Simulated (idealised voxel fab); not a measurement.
process module | voxel self aligned contacts
cross-section cut | 170 nm wide | cells 5 nm
A cross-section is a grid of square cells, given in bands from the top down. A band is one or more rows of cells.
Each band's line starts with the height of the band's top and of its bottom, in nm. Then come its materials from left to right, each with its width in nm. One material with "throughout" fills the band from edge to edge. "air" is empty space.
Height 0 is the level under which the wafer as received is all one material. The lowest band goes on downwards, as in "0 down".
A width such as "30 to 40" changes by the same amount from each row of cells to the next, from the band's top row to its bottom row.
"no change" after a step means that no cell of the cross-section changed.
closed voids: empty space of 8 cells or more with no open way to the top, each as width x height at its distance from the left edge, in nm
after a step's settings: what the simulator itself notes on the step
overlay nm, on a step with a mask: how far to the right of its planned place the mask lay; to the left if negative
Each pair below shows a cross-section before one step and the cross-section after it, down to the lowest band that changed. The line under each pair gives the step between them, with its settings. The pairs can come from different runs of this module on the same starting wafer, so a pair continues from the pair above only where its "before" says so.
before
  0 down: Si throughout
  closed voids: none
after
  5 to 0: SiO2 throughout
  below 0: unchanged
  closed voids: none
the step between: op CONFORMAL_DEP | material SiO2 | thk nm 5
before: the cross-section after the pair above
after
  35 to 5: polySi throughout
  below 5: unchanged
  closed voids: none
the step between: op DIRECTIONAL_DEP | material polySi | thk nm 30
before: the cross-section after the pair above
after
  50 to 35: SiN throughout
  below 35: unchanged
  closed voids: none
the step between: op DIRECTIONAL_DEP | material SiN | thk nm 15
before: the cross-section after the pair above
after
  50 to 35: air 20 | SiN 25 | air 25 | SiN 25 | air 25 | SiN 25 | air 25
  below 35: unchanged
  closed voids: none
the step between: op MASKED_ETCH | tone cover | mask id GATE | width nm 25 | pitch nm 50 | etch materials SiN | depth nm 15 | overlay nm 0
before: the cross-section after the pair above
after
  50 to 35: air 20 | SiN 25 | air 25 | SiN 25 | air 25 | SiN 25 | air 25
  35 to 5: air 20 | polySi 25 | air 25 | polySi 25 | air 25 | polySi 25 | air 25
  below 5: unchanged
  closed voids: none
the step between: op MASKED_ETCH | tone cover | mask id GATE | width nm 25 | pitch nm 50 | etch materials polySi | depth nm 30 | overlay nm 0
before: the cross-section after the pair above
after
  55 to 35: air 15 | SiN 35 | air 15 | SiN 35 | air 15 | SiN 35 | air 20
  35 to 10: air 15 | SiN 5 | polySi 25 | SiN 5 | air 15 | SiN 5 | polySi 25 | SiN 5 | air 15 | SiN 5 | polySi 25 | SiN 5 | air 20
  10 to 5: SiN 20 | polySi 25 | SiN 25 | polySi 25 | SiN 25 | polySi 25 | SiN 25
  below 5: unchanged
  closed voids: none
the step between: op CONFORMAL_DEP | material SiN | thk nm 5
before: the cross-section after the pair above
after
  50 to 35: air 15 | SiN 35 | air 15 | SiN 35 | air 15 | SiN 35 | air 20
  35 to 5: air 15 | SiN 5 | polySi 25 | SiN 5 | air 15 | SiN 5 | polySi 25 | SiN 5 | air 15 | SiN 5 | polySi 25 | SiN 5 | air 20
  below 5: unchanged
  closed voids: none
the step between: op DIRECTIONAL_ETCH | etch materials SiN | depth nm 5
before: the cross-section after the pair above
after
  65 to 50: SiO2 throughout
  50 to 35: SiO2 15 | SiN 35 | SiO2 15 | SiN 35 | SiO2 15 | SiN 35 | SiO2 20
  35 to 5: SiO2 15 | SiN 5 | polySi 25 | SiN 5 | SiO2 15 | SiN 5 | polySi 25 | SiN 5 | SiO2 15 | SiN 5 | polySi 25 | SiN 5 | SiO2 20
  below 5: unchanged
  closed voids: none
the step between: op FILL_DEP | material SiO2 | thk nm 15
before: the cross-section after the pair above
after
  60 to 50: SiO2 throughout
  below 50: unchanged
  closed voids: none
the step between: op CMP | height nm 60
before: the cross-section after the pair above
after
  70 to 60: aC throughout
  below 60: unchanged
  closed voids: none
the step between: op DIRECTIONAL_DEP | material aC | thk nm 10
before: the cross-section after the pair above
after
  100 to 70: resist 40 | air 35 | resist 15 | air 35 | resist 45
  below 70: unchanged
  closed voids: none
the step between: op PATTERN | tone open | mask id CONTACT | material resist | width nm 35 | pitch nm 50 | thk nm 30 | overlay nm 0
before: the cross-section after the pair above
after
  90 to 70: resist 40 | air 35 | resist 15 | air 35 | resist 45
  70 to 60: aC 40 | air 35 | aC 15 | air 35 | aC 45
  below 60: unchanged
  closed voids: none
the step between: op DIRECTIONAL_ETCH | etch materials aC | depth nm 10
before: the cross-section after the pair above
after
  70 to 60: aC 40 | air 35 | aC 15 | air 35 | aC 45
  below 60: unchanged
  closed voids: none
the step between: op STRIP | etch materials resist
before: the cross-section after the pair above
after
  70 to 60: aC 40 | air 35 | aC 15 | air 35 | aC 45
  60 to 50: SiO2 40 | air 35 | SiO2 15 | air 35 | SiO2 45
  50 to 35: SiO2 15 | SiN 35 | air 15 | SiN 35 | air 15 | SiN 35 | SiO2 20
  35 to 5: SiO2 15 | SiN 5 | polySi 25 | SiN 5 | air 15 | SiN 5 | polySi 25 | SiN 5 | air 15 | SiN 5 | polySi 25 | SiN 5 | SiO2 20
  5 to 0: SiO2 50 | air 15 | SiO2 35 | air 15 | SiO2 55
  below 0: unchanged
  closed voids: none
the step between: op DIRECTIONAL_ETCH | etch materials SiO2 | depth nm 60
before: the cross-section after the pair above
after
  60 to 50: SiO2 40 | air 35 | SiO2 15 | air 35 | SiO2 45
  below 50: unchanged
  closed voids: none
the step between: op STRIP | etch materials aC
before: the cross-section after the pair above
after
  65 to 60: TiN 45 | air 25 | TiN 25 | air 25 | TiN 50
  60 to 50: SiO2 40 | TiN 5 to 15 | air 25 to 5 | TiN 5 to 15 | SiO2 15 | TiN 5 to 15 | air 25 to 5 | TiN 5 to 15 | SiO2 45
  50 to 35: SiO2 15 | SiN 35 | TiN 5 | air 5 | TiN 5 | SiN 35 | TiN 5 | air 5 | TiN 5 | SiN 35 | SiO2 20
  35 to 5: SiO2 15 | SiN 5 | polySi 25 | SiN 5 | TiN 5 | air 5 | TiN 5 | SiN 5 | polySi 25 | SiN 5 | TiN 5 | air 5 | TiN 5 | SiN 5 | polySi 25 | SiN 5 | SiO2 20
  5 to 0: SiO2 50 | TiN 15 | SiO2 35 | TiN 15 | SiO2 55
  below 0: unchanged
  closed voids: none
the step between: op CONFORMAL_DEP | material TiN | thk nm 5
before: the cross-section after the pair above
after
  70 to 65: Ru throughout
  65 to 60: TiN 45 | Ru 25 | TiN 25 | Ru 25 | TiN 50
  60 to 50: SiO2 40 | TiN 5 to 15 | Ru 25 to 5 | TiN 5 to 15 | SiO2 15 | TiN 5 to 15 | Ru 25 to 5 | TiN 5 to 15 | SiO2 45
  50 to 35: SiO2 15 | SiN 35 | TiN 5 | Ru 5 | TiN 5 | SiN 35 | TiN 5 | Ru 5 | TiN 5 | SiN 35 | SiO2 20
  35 to 5: SiO2 15 | SiN 5 | polySi 25 | SiN 5 | TiN 5 | Ru 5 | TiN 5 | SiN 5 | polySi 25 | SiN 5 | TiN 5 | Ru 5 | TiN 5 | SiN 5 | polySi 25 | SiN 5 | SiO2 20
  below 5: unchanged
  closed voids: none
the step between: op FILL_DEP | material Ru | thk nm 5
before: the cross-section after the pair above
after
  60 to 50: SiO2 40 | TiN 5 to 15 | Ru 25 to 5 | TiN 5 to 15 | SiO2 15 | TiN 5 to 15 | Ru 25 to 5 | TiN 5 to 15 | SiO2 45
  below 50: unchanged
  closed voids: none
the step between: op CMP | height nm 60
before: the cross-section after the pair above
after
  65 to 60: SiCN throughout
  below 60: unchanged
  closed voids: none
the step between: op CONFORMAL_DEP | material SiCN | thk nm 5
before
  0 down: Si throughout
  closed voids: none
after
  30 to 0: polySi throughout
  below 0: unchanged
  closed voids: none
the step between: op DIRECTIONAL_DEP | material polySi | thk nm 30
before: the cross-section after the pair above
after
  45 to 30: SiN throughout
  below 30: unchanged
  closed voids: none
the step between: op DIRECTIONAL_DEP | material SiN | thk nm 15
before: the cross-section after the pair above
after
  45 to 30: air 20 | SiN 25 | air 25 | SiN 25 | air 25 | SiN 25 | air 25
  below 30: unchanged
  closed voids: none
the step between: op MASKED_ETCH | tone cover | mask id GATE | width nm 25 | pitch nm 50 | etch materials SiN | depth nm 15 | overlay nm 0
before: the cross-section after the pair above
after
  45 to 30: air 20 | SiN 25 | air 25 | SiN 25 | air 25 | SiN 25 | air 25
  30 to 0: air 20 | polySi 25 | air 25 | polySi 25 | air 25 | polySi 25 | air 25
  below 0: unchanged
  closed voids: none
the step between: op MASKED_ETCH | tone cover | mask id GATE | width nm 25 | pitch nm 50 | etch materials polySi | depth nm 30 | overlay nm 0
before: the cross-section after the pair above
after
  50 to 30: air 15 | SiN 35 | air 15 | SiN 35 | air 15 | SiN 35 | air 20
  30 to 5: air 15 | SiN 5 | polySi 25 | SiN 5 | air 15 | SiN 5 | polySi 25 | SiN 5 | air 15 | SiN 5 | polySi 25 | SiN 5 | air 20
  5 to 0: SiN 20 | polySi 25 | SiN 25 | polySi 25 | SiN 25 | polySi 25 | SiN 25
  below 0: unchanged
  closed voids: none
the step between: op CONFORMAL_DEP | material SiN | thk nm 5
before: the cross-section after the pair above
after
  45 to 30: air 15 | SiN 35 | air 15 | SiN 35 | air 15 | SiN 35 | air 20
  30 to 0: air 15 | SiN 5 | polySi 25 | SiN 5 | air 15 | SiN 5 | polySi 25 | SiN 5 | air 15 | SiN 5 | polySi 25 | SiN 5 | air 20
  below 0: unchanged
  closed voids: none
the step between: op DIRECTIONAL_ETCH | etch materials SiN | depth nm 5
before: the cross-section after the pair above
after
  60 to 45: SiO2 throughout
  45 to 30: SiO2 15 | SiN 35 | SiO2 15 | SiN 35 | SiO2 15 | SiN 35 | SiO2 20
  30 to 0: SiO2 15 | SiN 5 | polySi 25 | SiN 5 | SiO2 15 | SiN 5 | polySi 25 | SiN 5 | SiO2 15 | SiN 5 | polySi 25 | SiN 5 | SiO2 20
  below 0: unchanged
  closed voids: none
the step between: op FILL_DEP | material SiO2 | thk nm 15
before: the cross-section after the pair above
after
  70 to 60: aC throughout
  below 60: unchanged
  closed voids: none
the step between: op DIRECTIONAL_DEP | material aC | thk nm 10
before: the cross-section after the pair above
after
  100 to 70: resist 40 | air 35 | resist 15 | air 35 | resist 45
  below 70: unchanged
  closed voids: none
the step between: op PATTERN | tone open | mask id CONTACT | material resist | width nm 35 | pitch nm 50 | thk nm 30 | overlay nm 0
before: the cross-section after the pair above
after
  90 to 70: resist 40 | air 35 | resist 15 | air 35 | resist 45
  70 to 60: aC 40 | air 35 | aC 15 | air 35 | aC 45
  below 60: unchanged
  closed voids: none
the step between: op DIRECTIONAL_ETCH | etch materials aC | depth nm 10
before: the cross-section after the pair above
after
  70 to 60: aC 40 | air 35 | aC 15 | air 35 | aC 45
  below 60: unchanged
  closed voids: none
the step between: op STRIP | etch materials resist
before: the cross-section after the pair above
after
  70 to 60: aC 40 | air 35 | aC 15 | air 35 | aC 45
  60 to 45: SiO2 40 | air 35 | SiO2 15 | air 35 | SiO2 45
  45 to 30: SiO2 15 | SiN 35 | air 15 | SiN 35 | air 15 | SiN 35 | SiO2 20
  30 to 0: SiO2 15 | SiN 5 | polySi 25 | SiN 5 | air 15 | SiN 5 | polySi 25 | SiN 5 | air 15 | SiN 5 | polySi 25 | SiN 5 | SiO2 20
  below 0: unchanged
  closed voids: none
the step between: op DIRECTIONAL_ETCH | etch materials SiO2 | depth nm 60
before: the cross-section after the pair above
after
  60 to 45: SiO2 40 | air 35 | SiO2 15 | air 35 | SiO2 45
  below 45: unchanged
  closed voids: none
the step between: op STRIP | etch materials aC
before: the cross-section after the pair above
after
  65 to 60: TiN 45 | air 25 | TiN 25 | air 25 | TiN 50
  60 to 50: SiO2 40 | TiN 5 | air 25 | TiN 5 | SiO2 15 | TiN 5 | air 25 | TiN 5 | SiO2 45
  50 to 45: SiO2 40 | TiN 15 | air 5 | TiN 15 | SiO2 15 | TiN 15 | air 5 | TiN 15 | SiO2 45
  45 to 30: SiO2 15 | SiN 35 | TiN 5 | air 5 | TiN 5 | SiN 35 | TiN 5 | air 5 | TiN 5 | SiN 35 | SiO2 20
  30 to 5: SiO2 15 | SiN 5 | polySi 25 | SiN 5 | TiN 5 | air 5 | TiN 5 | SiN 5 | polySi 25 | SiN 5 | TiN 5 | air 5 | TiN 5 | SiN 5 | polySi 25 | SiN 5 | SiO2 20
  5 to 0: SiO2 15 | SiN 5 | polySi 25 | SiN 5 | TiN 15 | SiN 5 | polySi 25 | SiN 5 | TiN 15 | SiN 5 | polySi 25 | SiN 5 | SiO2 20
  below 0: unchanged
  closed voids: none
the step between: op CONFORMAL_DEP | material TiN | thk nm 5
before: the cross-section after the pair above
after
  70 to 65: Ru throughout
  65 to 60: TiN 45 | Ru 25 | TiN 25 | Ru 25 | TiN 50
  60 to 50: SiO2 40 | TiN 5 | Ru 25 | TiN 5 | SiO2 15 | TiN 5 | Ru 25 | TiN 5 | SiO2 45
  50 to 45: SiO2 40 | TiN 15 | Ru 5 | TiN 15 | SiO2 15 | TiN 15 | Ru 5 | TiN 15 | SiO2 45
  45 to 30: SiO2 15 | SiN 35 | TiN 5 | Ru 5 | TiN 5 | SiN 35 | TiN 5 | Ru 5 | TiN 5 | SiN 35 | SiO2 20
  30 to 5: SiO2 15 | SiN 5 | polySi 25 | SiN 5 | TiN 5 | Ru 5 | TiN 5 | SiN 5 | polySi 25 | SiN 5 | TiN 5 | Ru 5 | TiN 5 | SiN 5 | polySi 25 | SiN 5 | SiO2 20
  below 5: unchanged
  closed voids: none
the step between: op FILL_DEP | material Ru | thk nm 5
before: the cross-section after the pair above
after
  60 to 50: SiO2 40 | TiN 5 | Ru 25 | TiN 5 | SiO2 15 | TiN 5 | Ru 25 | TiN 5 | SiO2 45
  below 50: unchanged
  closed voids: none
the step between: op CMP | height nm 60
before: the cross-section after the pair above
after
  65 to 60: SiCN throughout
  below 60: unchanged
  closed voids: none
the step between: op CONFORMAL_DEP | material SiCN | thk nm 5
before
  35 to 5: polySi throughout
  5 to 0: SiO2 throughout
  0 down: Si throughout
  closed voids: none
after
  65 to 5: polySi throughout
  below 5: unchanged
  closed voids: none
the step between: op DIRECTIONAL_DEP | material polySi | thk nm 30
before: the cross-section after the pair above
after
  80 to 65: SiN throughout
  below 65: unchanged
  closed voids: none
the step between: op DIRECTIONAL_DEP | material SiN | thk nm 15
before: the cross-section after the pair above
after
  80 to 65: air 20 | SiN 25 | air 25 | SiN 25 | air 25 | SiN 25 | air 25
  below 65: unchanged
  closed voids: none
the step between: op MASKED_ETCH | tone cover | mask id GATE | width nm 25 | pitch nm 50 | etch materials SiN | depth nm 15 | overlay nm 0
before: the cross-section after the pair above
after
  80 to 65: air 20 | SiN 25 | air 25 | SiN 25 | air 25 | SiN 25 | air 25
  65 to 35: air 20 | polySi 25 | air 25 | polySi 25 | air 25 | polySi 25 | air 25
  below 35: unchanged
  closed voids: none
the step between: op MASKED_ETCH | tone cover | mask id GATE | width nm 25 | pitch nm 50 | etch materials polySi | depth nm 30 | overlay nm 0
before: the cross-section after the pair above
after
  85 to 65: air 15 | SiN 35 | air 15 | SiN 35 | air 15 | SiN 35 | air 20
  65 to 40: air 15 | SiN 5 | polySi 25 | SiN 5 | air 15 | SiN 5 | polySi 25 | SiN 5 | air 15 | SiN 5 | polySi 25 | SiN 5 | air 20
  40 to 35: SiN 20 | polySi 25 | SiN 25 | polySi 25 | SiN 25 | polySi 25 | SiN 25
  below 35: unchanged
  closed voids: none
the step between: op CONFORMAL_DEP | material SiN | thk nm 5
before: the cross-section after the pair above
after
  80 to 65: air 15 | SiN 35 | air 15 | SiN 35 | air 15 | SiN 35 | air 20
  65 to 35: air 15 | SiN 5 | polySi 25 | SiN 5 | air 15 | SiN 5 | polySi 25 | SiN 5 | air 15 | SiN 5 | polySi 25 | SiN 5 | air 20
  below 35: unchanged
  closed voids: none
the step between: op DIRECTIONAL_ETCH | etch materials SiN | depth nm 5
before: the cross-section after the pair above
after
  95 to 80: SiO2 throughout
  80 to 65: SiO2 15 | SiN 35 | SiO2 15 | SiN 35 | SiO2 15 | SiN 35 | SiO2 20
  65 to 35: SiO2 15 | SiN 5 | polySi 25 | SiN 5 | SiO2 15 | SiN 5 | polySi 25 | SiN 5 | SiO2 15 | SiN 5 | polySi 25 | SiN 5 | SiO2 20
  below 35: unchanged
  closed voids: none
the step between: op FILL_DEP | material SiO2 | thk nm 15
before: the cross-section after the pair above
after
  60 to 35: SiO2 15 | SiN 5 | polySi 25 | SiN 5 | SiO2 15 | SiN 5 | polySi 25 | SiN 5 | SiO2 15 | SiN 5 | polySi 25 | SiN 5 | SiO2 20
  below 35: unchanged
  closed voids: none
the step between: op CMP | height nm 60
before: the cross-section after the pair above
after
  70 to 60: aC throughout
  below 60: unchanged
  closed voids: none
the step between: op DIRECTIONAL_DEP | material aC | thk nm 10
before: the cross-section after the pair above
after
  100 to 70: resist 40 | air 35 | resist 15 | air 35 | resist 45
  below 70: unchanged
  closed voids: none
the step between: op PATTERN | tone open | mask id CONTACT | material resist | width nm 35 | pitch nm 50 | thk nm 30 | overlay nm 0
before: the cross-section after the pair above
after
  90 to 70: resist 40 | air 35 | resist 15 | air 35 | resist 45
  70 to 60: aC 40 | air 35 | aC 15 | air 35 | aC 45
  below 60: unchanged
  closed voids: none
the step between: op DIRECTIONAL_ETCH | etch materials aC | depth nm 10
before: the cross-section after the pair above
after
  70 to 60: aC 40 | air 35 | aC 15 | air 35 | aC 45
  below 60: unchanged
  closed voids: none
the step between: op STRIP | etch materials resist
before: the cross-section after the pair above
after
  70 to 60: aC 40 | air 35 | aC 15 | air 35 | aC 45
  60 to 35: SiO2 15 | SiN 5 | polySi 25 | SiN 5 | air 15 | SiN 5 | polySi 25 | SiN 5 | air 15 | SiN 5 | polySi 25 | SiN 5 | SiO2 20
  below 35: unchanged
  closed voids: none
the step between: op DIRECTIONAL_ETCH | etch materials SiO2 | depth nm 60
before: the cross-section after the pair above
after
  60 to 35: SiO2 15 | SiN 5 | polySi 25 | SiN 5 | air 15 | SiN 5 | polySi 25 | SiN 5 | air 15 | SiN 5 | polySi 25 | SiN 5 | SiO2 20
  below 35: unchanged
  closed voids: none
the step between: op STRIP | etch materials aC
before: the cross-section after the pair above
after
  65 to 60: TiN 55 | air 5 | TiN 45 | air 5 | TiN 60
  60 to 40: SiO2 15 | SiN 5 | polySi 25 | SiN 5 | TiN 5 | air 5 | TiN 5 | SiN 5 | polySi 25 | SiN 5 | TiN 5 | air 5 | TiN 5 | SiN 5 | polySi 25 | SiN 5 | SiO2 20
  40 to 35: SiO2 15 | SiN 5 | polySi 25 | SiN 5 | TiN 15 | SiN 5 | polySi 25 | SiN 5 | TiN 15 | SiN 5 | polySi 25 | SiN 5 | SiO2 20
  below 35: unchanged
  closed voids: none
the step between: op CONFORMAL_DEP | material TiN | thk nm 5
before: the cross-section after the pair above
after
  70 to 65: Ru throughout
  65 to 60: TiN 55 | Ru 5 | TiN 45 | Ru 5 | TiN 60
  60 to 40: SiO2 15 | SiN 5 | polySi 25 | SiN 5 | TiN 5 | Ru 5 | TiN 5 | SiN 5 | polySi 25 | SiN 5 | TiN 5 | Ru 5 | TiN 5 | SiN 5 | polySi 25 | SiN 5 | SiO2 20
  below 40: unchanged
  closed voids: none
the step between: op FILL_DEP | material Ru | thk nm 5
before: the cross-section after the pair above
after
  60 to 40: SiO2 15 | SiN 5 | polySi 25 | SiN 5 | TiN 5 | Ru 5 | TiN 5 | SiN 5 | polySi 25 | SiN 5 | TiN 5 | Ru 5 | TiN 5 | SiN 5 | polySi 25 | SiN 5 | SiO2 20
  below 40: unchanged
  closed voids: none
the step between: op CMP | height nm 60
before: the cross-section after the pair above
after
  65 to 60: SiCN throughout
  below 60: unchanged
  closed voids: none
the step between: op CONFORMAL_DEP | material SiCN | thk nm 5
before
  50 to 35: air 20 | SiN 25 | air 25 | SiN 25 | air 25 | SiN 25 | air 25
  35 to 5: air 20 | polySi 25 | air 25 | polySi 25 | air 25 | polySi 25 | air 25
  5 to 0: SiO2 throughout
  0 down: Si throughout
  closed voids: none
after
  45 to 35: air 20 | SiN 25 | air 25 | SiN 25 | air 25 | SiN 25 | air 25
  below 35: unchanged
  closed voids: none
the step between: op DIRECTIONAL_ETCH | etch materials SiN | depth nm 5
before: the cross-section after the pair above
after
  50 to 35: air 15 | SiN 35 | air 15 | SiN 35 | air 15 | SiN 35 | air 20
  35 to 10: air 15 | SiN 5 | polySi 25 | SiN 5 | air 15 | SiN 5 | polySi 25 | SiN 5 | air 15 | SiN 5 | polySi 25 | SiN 5 | air 20
  10 to 5: SiN 20 | polySi 25 | SiN 25 | polySi 25 | SiN 25 | polySi 25 | SiN 25
  below 5: unchanged
  closed voids: none
the step between: op CONFORMAL_DEP | material SiN | thk nm 5
before: the cross-section after the pair above
after
  65 to 50: SiO2 throughout
  50 to 35: SiO2 15 | SiN 35 | SiO2 15 | SiN 35 | SiO2 15 | SiN 35 | SiO2 20
  35 to 10: SiO2 15 | SiN 5 | polySi 25 | SiN 5 | SiO2 15 | SiN 5 | polySi 25 | SiN 5 | SiO2 15 | SiN 5 | polySi 25 | SiN 5 | SiO2 20
  below 10: unchanged
  closed voids: none
the step between: op FILL_DEP | material SiO2 | thk nm 15
before: the cross-section after the pair above
after
  60 to 50: SiO2 throughout
  below 50: unchanged
  closed voids: none
the step between: op CMP | height nm 60
before: the cross-section after the pair above
after
  70 to 60: aC throughout
  below 60: unchanged
  closed voids: none
the step between: op DIRECTIONAL_DEP | material aC | thk nm 10
before: the cross-section after the pair above
after
  100 to 70: resist 40 | air 35 | resist 15 | air 35 | resist 45
  below 70: unchanged
  closed voids: none
the step between: op PATTERN | tone open | mask id CONTACT | material resist | width nm 35 | pitch nm 50 | thk nm 30 | overlay nm 0
before: the cross-section after the pair above
after
  90 to 70: resist 40 | air 35 | resist 15 | air 35 | resist 45
  70 to 60: aC 40 | air 35 | aC 15 | air 35 | aC 45
  below 60: unchanged
  closed voids: none
the step between: op DIRECTIONAL_ETCH | etch materials aC | depth nm 10
before: the cross-section after the pair above
after
  70 to 60: aC 40 | air 35 | aC 15 | air 35 | aC 45
  below 60: unchanged
  closed voids: none
the step between: op STRIP | etch materials resist
before: the cross-section after the pair above
after
  70 to 60: aC 40 | air 35 | aC 15 | air 35 | aC 45
  60 to 50: SiO2 40 | air 35 | SiO2 15 | air 35 | SiO2 45
  50 to 35: SiO2 15 | SiN 35 | air 15 | SiN 35 | air 15 | SiN 35 | SiO2 20
  35 to 10: SiO2 15 | SiN 5 | polySi 25 | SiN 5 | air 15 | SiN 5 | polySi 25 | SiN 5 | air 15 | SiN 5 | polySi 25 | SiN 5 | SiO2 20
  below 10: unchanged
  closed voids: none
the step between: op DIRECTIONAL_ETCH | etch materials SiO2 | depth nm 60
before: the cross-section after the pair above
after
  60 to 50: SiO2 40 | air 35 | SiO2 15 | air 35 | SiO2 45
  below 50: unchanged
  closed voids: none
the step between: op STRIP | etch materials aC
before: the cross-section after the pair above
after
  65 to 60: TiN 45 | air 25 | TiN 25 | air 25 | TiN 50
  60 to 50: SiO2 40 | TiN 5 to 15 | air 25 to 5 | TiN 5 to 15 | SiO2 15 | TiN 5 to 15 | air 25 to 5 | TiN 5 to 15 | SiO2 45
  50 to 35: SiO2 15 | SiN 35 | TiN 5 | air 5 | TiN 5 | SiN 35 | TiN 5 | air 5 | TiN 5 | SiN 35 | SiO2 20
  35 to 15: SiO2 15 | SiN 5 | polySi 25 | SiN 5 | TiN 5 | air 5 | TiN 5 | SiN 5 | polySi 25 | SiN 5 | TiN 5 | air 5 | TiN 5 | SiN 5 | polySi 25 | SiN 5 | SiO2 20
  15 to 10: SiO2 15 | SiN 5 | polySi 25 | SiN 5 | TiN 15 | SiN 5 | polySi 25 | SiN 5 | TiN 15 | SiN 5 | polySi 25 | SiN 5 | SiO2 20
  below 10: unchanged
  closed voids: none
the step between: op CONFORMAL_DEP | material TiN | thk nm 5
before: the cross-section after the pair above
after
  70 to 65: Ru throughout
  65 to 60: TiN 45 | Ru 25 | TiN 25 | Ru 25 | TiN 50
  60 to 50: SiO2 40 | TiN 5 to 15 | Ru 25 to 5 | TiN 5 to 15 | SiO2 15 | TiN 5 to 15 | Ru 25 to 5 | TiN 5 to 15 | SiO2 45
  50 to 35: SiO2 15 | SiN 35 | TiN 5 | Ru 5 | TiN 5 | SiN 35 | TiN 5 | Ru 5 | TiN 5 | SiN 35 | SiO2 20
  35 to 15: SiO2 15 | SiN 5 | polySi 25 | SiN 5 | TiN 5 | Ru 5 | TiN 5 | SiN 5 | polySi 25 | SiN 5 | TiN 5 | Ru 5 | TiN 5 | SiN 5 | polySi 25 | SiN 5 | SiO2 20
  below 15: unchanged
  closed voids: none
the step between: op FILL_DEP | material Ru | thk nm 5
before: the cross-section after the pair above
after
  60 to 50: SiO2 40 | TiN 5 to 15 | Ru 25 to 5 | TiN 5 to 15 | SiO2 15 | TiN 5 to 15 | Ru 25 to 5 | TiN 5 to 15 | SiO2 45
  below 50: unchanged
  closed voids: none
the step between: op CMP | height nm 60
before: the cross-section after the pair above
after
  65 to 60: SiCN throughout
  below 60: unchanged
  closed voids: none
the step between: op CONFORMAL_DEP | material SiCN | thk nm 5
before
  70 to 65: Ru throughout
  65 to 60: TiN 45 | Ru 25 | TiN 25 | Ru 25 | TiN 50
  60 to 50: SiO2 40 | TiN 5 to 15 | Ru 25 to 5 | TiN 5 to 15 | SiO2 15 | TiN 5 to 15 | Ru 25 to 5 | TiN 5 to 15 | SiO2 45
  50 to 35: SiO2 15 | SiN 35 | TiN 5 | Ru 5 | TiN 5 | SiN 35 | TiN 5 | Ru 5 | TiN 5 | SiN 35 | SiO2 20
  35 to 5: SiO2 15 | SiN 5 | polySi 25 | SiN 5 | TiN 5 | Ru 5 | TiN 5 | SiN 5 | polySi 25 | SiN 5 | TiN 5 | Ru 5 | TiN 5 | SiN 5 | polySi 25 | SiN 5 | SiO2 20
  5 to 0: SiO2 50 | TiN 15 | SiO2 35 | TiN 15 | SiO2 55
  0 down: Si throughout
  closed voids: none
after
  50 to 35: SiO2 15 | SiN 35 | TiN 5 | Ru 5 | TiN 5 | SiN 35 | TiN 5 | Ru 5 | TiN 5 | SiN 35 | SiO2 20
  below 35: unchanged
  closed voids: none
the step between: op CMP | height nm 50
before: the cross-section after the pair above
after
  55 to 50: SiCN throughout
  below 50: unchanged
  closed voids: none
the step between: op CONFORMAL_DEP | material SiCN | thk nm 5
before
  50 to 35: SiN throughout
  35 to 5: polySi throughout
  5 to 0: SiO2 throughout
  0 down: Si throughout
  closed voids: none
after
  50 to 35: air 25 | SiN 15 | air 35 | SiN 15 | air 35 | SiN 15 | air 30
  below 35: unchanged
  closed voids: none
the step between: op MASKED_ETCH | tone cover | mask id GATE | width nm 15 | pitch nm 50 | etch materials SiN | depth nm 15 | overlay nm 0
before: the cross-section after the pair above
after
  50 to 35: air 25 | SiN 15 | air 35 | SiN 15 | air 35 | SiN 15 | air 30
  35 to 5: air 20 | polySi 25 | air 25 | polySi 25 | air 25 | polySi 25 | air 25
  below 5: unchanged
  closed voids: none
the step between: op MASKED_ETCH | tone cover | mask id GATE | width nm 25 | pitch nm 50 | etch materials polySi | depth nm 30 | overlay nm 0
before: the cross-section after the pair above
after
  55 to 40: air 20 | SiN 25 | air 25 | SiN 25 | air 25 | SiN 25 | air 25
  40 to 35: air 15 | SiN 35 | air 15 | SiN 35 | air 15 | SiN 35 | air 20
  35 to 10: air 15 | SiN 5 | polySi 25 | SiN 5 | air 15 | SiN 5 | polySi 25 | SiN 5 | air 15 | SiN 5 | polySi 25 | SiN 5 | air 20
  10 to 5: SiN 20 | polySi 25 | SiN 25 | polySi 25 | SiN 25 | polySi 25 | SiN 25
  below 5: unchanged
  closed voids: none
the step between: op CONFORMAL_DEP | material SiN | thk nm 5
before: the cross-section after the pair above
after
  50 to 35: air 20 | SiN 25 | air 25 | SiN 25 | air 25 | SiN 25 | air 25
  35 to 5: air 15 | SiN 5 | polySi 25 | SiN 5 | air 15 | SiN 5 | polySi 25 | SiN 5 | air 15 | SiN 5 | polySi 25 | SiN 5 | air 20
  below 5: unchanged
  closed voids: none
the step between: op DIRECTIONAL_ETCH | etch materials SiN | depth nm 5
before: the cross-section after the pair above
after
  65 to 50: SiO2 throughout
  50 to 35: SiO2 20 | SiN 25 | SiO2 25 | SiN 25 | SiO2 25 | SiN 25 | SiO2 25
  35 to 5: SiO2 15 | SiN 5 | polySi 25 | SiN 5 | SiO2 15 | SiN 5 | polySi 25 | SiN 5 | SiO2 15 | SiN 5 | polySi 25 | SiN 5 | SiO2 20
  below 5: unchanged
  closed voids: none
the step between: op FILL_DEP | material SiO2 | thk nm 15
before: the cross-section after the pair above
after
  60 to 50: SiO2 throughout
  below 50: unchanged
  closed voids: none
the step between: op CMP | height nm 60
before: the cross-section after the pair above
after
  70 to 60: aC throughout
  below 60: unchanged
  closed voids: none
the step between: op DIRECTIONAL_DEP | material aC | thk nm 10
before: the cross-section after the pair above
after
  100 to 70: resist 40 | air 35 | resist 15 | air 35 | resist 45
  below 70: unchanged
  closed voids: none
the step between: op PATTERN | tone open | mask id CONTACT | material resist | width nm 35 | pitch nm 50 | thk nm 30 | overlay nm 0
before: the cross-section after the pair above
after
  90 to 70: resist 40 | air 35 | resist 15 | air 35 | resist 45
  70 to 60: aC 40 | air 35 | aC 15 | air 35 | aC 45
  below 60: unchanged
  closed voids: none
the step between: op DIRECTIONAL_ETCH | etch materials aC | depth nm 10
before: the cross-section after the pair above
after
  70 to 60: aC 40 | air 35 | aC 15 | air 35 | aC 45
  below 60: unchanged
  closed voids: none
the step between: op STRIP | etch materials resist
before: the cross-section after the pair above
after
  70 to 60: aC 40 | air 35 | aC 15 | air 35 | aC 45
  60 to 50: SiO2 40 | air 35 | SiO2 15 | air 35 | SiO2 45
  50 to 35: SiO2 20 | SiN 25 | air 25 | SiN 25 | air 25 | SiN 25 | SiO2 25
  35 to 5: SiO2 15 | SiN 5 | polySi 25 | SiN 5 | air 15 | SiN 5 | polySi 25 | SiN 5 | air 15 | SiN 5 | polySi 25 | SiN 5 | SiO2 20
  5 to 0: SiO2 50 | air 15 | SiO2 35 | air 15 | SiO2 55
  below 0: unchanged
  closed voids: none
the step between: op DIRECTIONAL_ETCH | etch materials SiO2 | depth nm 60
before: the cross-section after the pair above
after
  60 to 50: SiO2 40 | air 35 | SiO2 15 | air 35 | SiO2 45
  below 50: unchanged
  closed voids: none
the step between: op STRIP | etch materials aC
